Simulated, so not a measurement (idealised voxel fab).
The following is a process module called voxel trench capacitor.
Displayed cross-section: cut, width of 265 nm, square cells sized 5 nm.
A cross-section is written here as square cells arranged in a grid, and it is given in bands from the top down, each band taking up one or more rows of cells.
Top, bottom (nm), then materials left to right with widths (nm); lone material tagged "full width" fills the whole band edge to edge; "blank" = empty space.
Height reference: 0 = level under which incoming wafer is all one material. Lowest band: no bottom, runs on downward, e.g. "0 nm and below".
Read "30->40" as a graded width: first number on top, second number at the bottom, same change between each pair of neighbouring rows.
Where a step carries "nothing got changed", the cross-section came out of it unchanged, cell for cell.
Under "Completely sealed voids" you'll find the enclosed gaps, the ones with no way out to the top, that are 8 cells or bigger; each reads width x height at distance, with distance counted from the left edge, everything in nm.
Past the settings on a step's line: simulator remark, on that step.
You can add "overlay nm" to a step's line. For a step with a mask, it describes how far the mask lay to the right of its planned position, and a negative number describes a lay to the left.

[Set out below are the planned steps of the process]
1. RECEIVE with material Si
2. CONFORMAL_DEP with material SiN, thk nm 5
3. MASKED_ETCH with tone open, mask id TRENCH, width nm 30, pitch nm 55, etch materials SiN, depth nm 5, overlay nm 0
4. MASKED_ETCH with tone open, mask id TRENCH, width nm 30, pitch nm 55, etch materials Si, depth nm 25, overlay nm 0
5. CONFORMAL_DEP with material HfO2, thk nm 5
6. CONFORMAL_DEP with material TiN, thk nm 5
7. FILL_DEP with material W, thk nm 5
8. CMP with height nm 5

[This is the cross-section of the wafer as we received it, i.e. after step 1]
- 0 nm and below  Si full width
- Completely sealed voids: none

[Cross-sectional view of the first of the two wafers upon completion of the module, processed in accordance with the plan]
- 5 nm to 0 nm  SiN 60 nm  HfO2 5 nm  TiN 5 nm  W 10 nm  TiN 5 nm  HfO2 5 nm  SiN 25 nm  HfO2 5 nm  TiN 5 nm  W 10 nm  TiN 5 nm  HfO2 5 nm  SiN 25 nm  HfO2 5 nm  TiN 5 nm  W 10 nm  TiN 5 nm  HfO2 5 nm  SiN 65 nm
- 0 nm to -15 nm  Si 60 nm  HfO2 5 nm  TiN 5 nm  W 10 nm  TiN 5 nm  HfO2 5 nm  Si 25 nm  HfO2 5 nm  TiN 5 nm  W 10 nm  TiN 5 nm  HfO2 5 nm  Si 25 nm  HfO2 5 nm  TiN 5 nm  W 10 nm  TiN 5 nm  HfO2 5 nm  Si 65 nm
- -15 nm to -20 nm  Si 60 nm  HfO2 5 nm  TiN 20 nm  HfO2 5 nm  Si 25 nm  HfO2 5 nm  TiN 20 nm  HfO2 5 nm  Si 25 nm  HfO2 5 nm  TiN 20 nm  HfO2 5 nm  Si 65 nm
- -20 nm to -25 nm  Si 60 nm  HfO2 30 nm  Si 25 nm  HfO2 30 nm  Si 25 nm  HfO2 30 nm  Si 65 nm
- -25 nm and below  Si full width
- Completely sealed voids: none

[Second of two wafers, module complete, sectioned: it shares the first wafer's start and plan but was run with one mistake]
- 20 nm to 15 nm  W full width
- 15 nm to 10 nm  TiN 70 nm  W 10 nm  TiN 45 nm  W 10 nm  TiN 45 nm  W 10 nm  TiN 75 nm
- 10 nm to 5 nm  HfO2 65 nm  TiN 5 nm  W 10 nm  TiN 5 nm  HfO2 35 nm  TiN 5 nm  W 10 nm  TiN 5 nm  HfO2 35 nm  TiN 5 nm  W 10 nm  TiN 5 nm  HfO2 70 nm
- 5 nm to 0 nm  SiN 60 nm  HfO2 5 nm  TiN 5 nm  W 10 nm  TiN 5 nm  HfO2 5 nm  SiN 25 nm  HfO2 5 nm  TiN 5 nm  W 10 nm  TiN 5 nm  HfO2 5 nm  SiN 25 nm  HfO2 5 nm  TiN 5 nm  W 10 nm  TiN 5 nm  HfO2 5 nm  SiN 65 nm
- 0 nm to -15 nm  Si 60 nm  HfO2 5 nm  TiN 5 nm  W 10 nm  TiN 5 nm  HfO2 5 nm  Si 25 nm  HfO2 5 nm  TiN 5 nm  W 10 nm  TiN 5 nm  HfO2 5 nm  Si 25 nm  HfO2 5 nm  TiN 5 nm  W 10 nm  TiN 5 nm  HfO2 5 nm  Si 65 nm
- -15 nm to -20 nm  Si 60 nm  HfO2 5 nm  TiN 20 nm  HfO2 5 nm  Si 25 nm  HfO2 5 nm  TiN 20 nm  HfO2 5 nm  Si 25 nm  HfO2 5 nm  TiN 20 nm  HfO2 5 nm  Si 65 nm
- -20 nm to -25 nm  Si 60 nm  HfO2 30 nm  Si 25 nm  HfO2 30 nm  Si 25 nm  HfO2 30 nm  Si 65 nm
- -25 nm and below  Si full width
- Completely sealed voids: none
Diagnosis: it should be noted that step 8 of the plan was omitted and was not performed
Heads up, by the end the second wafer has more or fewer cells of some materials compared to the first: HfO2: 41 more; TiN: 53 more; W: 65 more
